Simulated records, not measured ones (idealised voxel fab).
The process module that follows is named voxel capacitor over wiring.
270 nm wide, 5 nm square cells: that's cross-section cut.
Reading order for cross-sections: top band down to bottom band. Underlying form: a grid of square cells. Band size: one or more rows of cells. Top height, bottom height, nm. Materials left to right, width each, nm. Single material + "full width" = fills band edge to edge. "air" = empty. Heights are reckoned from 0. Under this level, the received wafer is all of one material. The bottommost band is open-ended downward, for example "0 and below". Top row gets the first number, bottom row gets the second, and each row in between changes by the same step: that is how a band width like "30..40" works. Take "identical to before" at face value: in the step it is given for, the cross-section changed in none of its cells. If an empty space has no open way to the top and is at least 8 cells in size, "Completely sealed voids" lists it, written width x height at distance, where distance is measured from the left edge and every value is in nm. Where a step's line continues beyond its settings, the continuation is a remark by the simulator itself on that step. overlay nm: mask right of planned place by this much (step with mask). Neg. = left.

Process steps - plan:
step 1: RECEIVE | material Si
step 2: CONFORMAL_DEP | material SiO2 | thk nm 10
step 3: CONFORMAL_DEP | material SiN | thk nm 5
step 4: DIRECTIONAL_DEP | material SiO2 | thk nm 20
step 5: DIRECTIONAL_DEP | material aC | thk nm 10
step 6: PATTERN | tone open | mask id METAL_1 | material resist | width nm 25 | pitch nm 90 | thk nm 25 | overlay nm -15
step 7: DIRECTIONAL_ETCH | etch materials aC | depth nm 10
step 8: STRIP | etch materials resist
step 9: DIRECTIONAL_ETCH | etch materials SiO2 | depth nm 20
step 10: DIRECTIONAL_ETCH | etch materials SiN | depth nm 5
step 11: STRIP | etch materials aC
step 12: CONFORMAL_DEP | material TiN | thk nm 5
step 13: FILL_DEP | material W | thk nm 10
step 14: CMP | height nm 35
step 15: CONFORMAL_DEP | material SiCN | thk nm 5
step 16: DIRECTIONAL_DEP | material lowk | thk nm 15
step 17: PATTERN | tone open | mask id PLUG_1 | material resist | width nm 15 | thk nm 15 | overlay nm 0
step 18: DIRECTIONAL_ETCH | etch materials lowk | depth nm 15
step 19: DIRECTIONAL_ETCH | etch materials SiCN | depth nm 5
step 20: STRIP | etch materials resist
step 21: EPI | material Ru | thk nm 10
step 22: EPI | material Ru | thk nm 10
step 23: DIRECTIONAL_DEP | material TiN | thk nm 10
step 24: DIRECTIONAL_DEP | material HfO2 | thk nm 5
step 25: DIRECTIONAL_DEP | material TiN | thk nm 5
step 26: PATTERN | tone cover | mask id UPPER_PLATE | material resist | width nm 70 | thk nm 15 | overlay nm 0
step 27: DIRECTIONAL_ETCH | etch materials TiN | depth nm 5
step 28: DIRECTIONAL_ETCH | etch materials HfO2 | depth nm 5
step 29: STRIP | etch materials resist
step 30: MASKED_ETCH | tone cover | mask id LOWER_PLATE | width nm 80 | etch materials TiN | depth nm 10 | overlay nm 0
step 31: FILL_DEP | material SiO2 | thk nm 20
step 32: CMP | height nm 90
step 33: MASKED_ETCH | tone open | mask id PLUG_2 | width nm 15 | etch materials SiO2 | depth nm 15 | overlay nm 0
step 34: CONFORMAL_DEP | material TiN | thk nm 5
step 35: FILL_DEP | material W | thk nm 5
step 36: CMP | height nm 90
step 37: CONFORMAL_DEP | material SiN | thk nm 5
The overlay nm used in step 6 is not the same on every wafer, whereas the starting condition is; the value printed in the plan is the first wafer's.

Cross-section, first of several wafers, as delivered after step 1:
    0 and below | Si full width
    Completely sealed voids: none

What follows is a table in which each wafer occupies a row; for the wafer as it stands at the close of the module, the row states, material by material, how many cells have been gained (+) or lost (-) since receipt, and then gives its closed voids:
overlay nm -15; +14 HfO2; +51 SiCN; +98 SiN; +605 SiO2; +79 TiN; +26 W; +153 lowk; Completely sealed voids: none
overlay nm -10; +14 HfO2; +12 Ru; +51 SiCN; +98 SiN; +593 SiO2; +79 TiN; +26 W; +153 lowk; Completely sealed voids: none
overlay nm -5; +14 HfO2; +12 Ru; +51 SiCN; +98 SiN; +593 SiO2; +79 TiN; +26 W; +153 lowk; Completely sealed voids: none
overlay nm 0; +14 HfO2; +12 Ru; +51 SiCN; +98 SiN; +593 SiO2; +79 TiN; +26 W; +153 lowk; Completely sealed voids: none
overlay nm 5; +14 HfO2; +12 Ru; +51 SiCN; +98 SiN; +593 SiO2; +79 TiN; +26 W; +153 lowk; Completely sealed voids: none
overlay nm 10; +14 HfO2; +12 Ru; +51 SiCN; +98 SiN; +593 SiO2; +79 TiN; +26 W; +153 lowk; Completely sealed voids: none
overlay nm 15; +14 HfO2; +12 Ru; +51 SiCN; +98 SiN; +593 SiO2; +79 TiN; +26 W; +153 lowk; Completely sealed voids: none
